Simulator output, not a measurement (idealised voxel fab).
The document below concerns the process module designated voxel capacitor over wiring.
FYI the section here is cut, 175 nm wide, cells are 5 nm squares.
In this document a cross-section is written as a grid of square cells. It is given as a series of bands, listed from the top down, and a band is one or more rows of cells.
Within each band entry, the heights of the top and of the bottom of the band appear first, in that order and in nm; the materials of the band then follow from left to right, each with its corresponding width in nm. The designation "throughout" on a single material indicates that it fills the band from edge to edge; the designation "blank" indicates empty space.
Convention: height 0 is the level below which the wafer, as received, is all one material. The lowest band does not terminate at the bottom but continues downward, represented as "from 0 down".
A width such as "30->40" changes by the same amount from each row of cells to the next, from the band's top row to its bottom row.
Given "no alteration" for a step, no cell of the cross-section differs between before and after that step.
Closed empty spaces (no open way to the top) of 8 cells or more are what "closed voids" lists, each as width x height at distance from the left edge, nm for all three.
It should be noted that, on the line of a given step, the content following the step's settings is a remark produced by the simulator itself with respect to that step.
Steps that use a mask can have "overlay nm" on their line. It says how far the mask sat to the right of where it was meant to be. Negative means to the left.
SET OUT BELOW ARE THE PLANNED STEPS OF THE PROCESS
1: RECEIVE: material Si
2: CONFORMAL_DEP: material SiO2, thk nm 10
3: CONFORMAL_DEP: material SiCN, thk nm 5
4: DIRECTIONAL_DEP: material lowk, thk nm 15
5: PATTERN: tone open, mask id METAL_1, material resist, width nm 15, pitch nm 90, thk nm 15, overlay nm 0
6: DIRECTIONAL_ETCH: etch materials lowk, depth nm 15
7: DIRECTIONAL_ETCH: etch materials SiCN, depth nm 5
8: STRIP: etch materials resist
9: CONFORMAL_DEP: material TiN, thk nm 5
10: FILL_DEP: material Cu, thk nm 5
11: CMP: height nm 30
12: EPI: material Ru, thk nm 5
13: FILL_DEP: material SiCN, thk nm 5
14: DIRECTIONAL_DEP: material lowk, thk nm 15
15: DIRECTIONAL_DEP: material aC, thk nm 10
16: PATTERN: tone open, mask id PLUG_1, material resist, width nm 15, thk nm 25, overlay nm 0
17: DIRECTIONAL_ETCH: etch materials aC, depth nm 10
18: STRIP: etch materials resist
19: DIRECTIONAL_ETCH: etch materials lowk, depth nm 15
20: DIRECTIONAL_ETCH: etch materials SiCN, depth nm 5
21: STRIP: etch materials aC
22: CONFORMAL_DEP: material TiN, thk nm 5
23: FILL_DEP: material Ru, thk nm 5
24: CMP: height nm 55
25: DIRECTIONAL_DEP: material TiN, thk nm 5
26: DIRECTIONAL_DEP: material Al2O3, thk nm 5
27: DIRECTIONAL_DEP: material TiN, thk nm 10
28: MASKED_ETCH: tone cover, mask id UPPER_PLATE, width nm 75, etch materials TiN, depth nm 10, overlay nm 0
29: MASKED_ETCH: tone cover, mask id UPPER_PLATE, width nm 75, etch materials Al2O3, depth nm 5, overlay nm 0
30: MASKED_ETCH: tone cover, mask id LOWER_PLATE, width nm 85, etch materials TiN, depth nm 5, overlay nm 0
31: FILL_DEP: material SiO2, thk nm 20
32: CMP: height nm 90
33: MASKED_ETCH: tone open, mask id PLUG_2, width nm 15, etch materials SiO2, depth nm 15, overlay nm 0
34: CONFORMAL_DEP: material TiN, thk nm 5
35: FILL_DEP: material W, thk nm 10
36: CMP: height nm 90
37: CONFORMAL_DEP: material SiN, thk nm 5
Variable across wafers: step 5 width nm (plan value is that of the first wafer; starting state common to all).
HERE'S THE FIRST OF THE WAFERS IN CROSS-SECTION, JUST AS WE GOT IT, I.E. AFTER STEP 1
* from 0 down | Si throughout
* closed voids: none
DEPICTED HERE IS THE FIRST OF SEVERAL WAFERS IN CROSS-SECTION, AT MODULE COMPLETION FOLLOWING THE LAST STEP, STEP 37
* from 95 to 90 | SiN throughout
* from 90 to 80 | SiO2 (45), then TiN (5), then W (5), then TiN (5), then SiO2 (115)
* from 80 to 75 | SiO2 (45), then TiN (15), then SiO2 (115)
* from 75 to 65 | SiO2 (35), then TiN (75), then SiO2 (65)
* from 65 to 60 | SiO2 (35), then Al2O3 (75), then SiO2 (65)
* from 60 to 55 | SiO2 (30), then TiN (85), then SiO2 (60)
* from 55 to 40 | lowk (35), then TiN (5), then Ru (5), then TiN (5), then lowk (125)
* from 40 to 35 | SiCN (35), then TiN (15), then SiCN (125)
* from 35 to 30 | SiCN (30), then Ru (25), then SiCN (65), then Ru (25), then SiCN (30)
* from 30 to 15 | lowk (35), then TiN (5), then Cu (5), then TiN (5), then lowk (75), then TiN (5), then Cu (5), then TiN (5), then lowk (35)
* from 15 to 10 | SiCN (35), then TiN (15), then SiCN (75), then TiN (15), then SiCN (35)
* from 10 to 0 | SiO2 throughout
* from 0 down | Si throughout
* closed voids: none
CROSS-SECTION, MODULE END, FINAL OF SEVERAL WAFERS
* from 95 to 90 | SiN throughout
* from 90 to 80 | SiO2 (45), then TiN (5), then W (5), then TiN (5), then SiO2 (115)
* from 80 to 75 | SiO2 (45), then TiN (15), then SiO2 (115)
* from 75 to 65 | SiO2 (35), then TiN (75), then SiO2 (65)
* from 65 to 60 | SiO2 (35), then Al2O3 (75), then SiO2 (65)
* from 60 to 55 | SiO2 (30), then TiN (85), then SiO2 (60)
* from 55 to 40 | lowk (35), then TiN (5), then Ru (5), then TiN (5), then lowk (125)
* from 40 to 35 | SiCN (35), then TiN (15), then SiCN (125)
* from 35 to 30 | SiCN (20), then Ru (45), then SiCN (45), then Ru (45), then SiCN (20)
* from 30 to 15 | lowk (25), then TiN (5), then Cu (25), then TiN (5), then lowk (55), then TiN (5), then Cu (25), then TiN (5), then lowk (25)
* from 15 to 10 | SiCN (25), then TiN (35), then SiCN (55), then TiN (35), then SiCN (25)
* from 10 to 0 | SiO2 throughout
* from 0 down | Si throughout
* closed voids: none
THE FOLLOWING TABLE CONTAINS A ROW PER WAFER, IN WHICH ARE REPORTED, AT THE CONCLUSION OF THE MODULE, THE CELLS OF EACH MATERIAL GAINED (+) OR LOST (-) SINCE THE WAFER'S RECEIPT, WITH ITS CLOSED VOIDS GIVEN THEREAFTER
width nm 15 | +15 Al2O3 | +6 Cu | +13 Ru | +86 SiCN | +35 SiN | +244 SiO2 | +81 TiN | +2 W | +183 lowk | closed voids: none
width nm 20 | +15 Al2O3 | +12 Cu | +15 Ru | +82 SiCN | +35 SiN | +244 SiO2 | +83 TiN | +2 W | +177 lowk | closed voids: none
width nm 25 | +15 Al2O3 | +18 Cu | +17 Ru | +78 SiCN | +35 SiN | +244 SiO2 | +85 TiN | +2 W | +171 lowk | closed voids: none
width nm 30 | +15 Al2O3 | +24 Cu | +19 Ru | +74 SiCN | +35 SiN | +244 SiO2 | +87 TiN | +2 W | +165 lowk | closed voids: none
width nm 35 | +15 Al2O3 | +30 Cu | +21 Ru | +70 SiCN | +35 SiN | +244 SiO2 | +89 TiN | +2 W | +159 lowk | closed voids: none
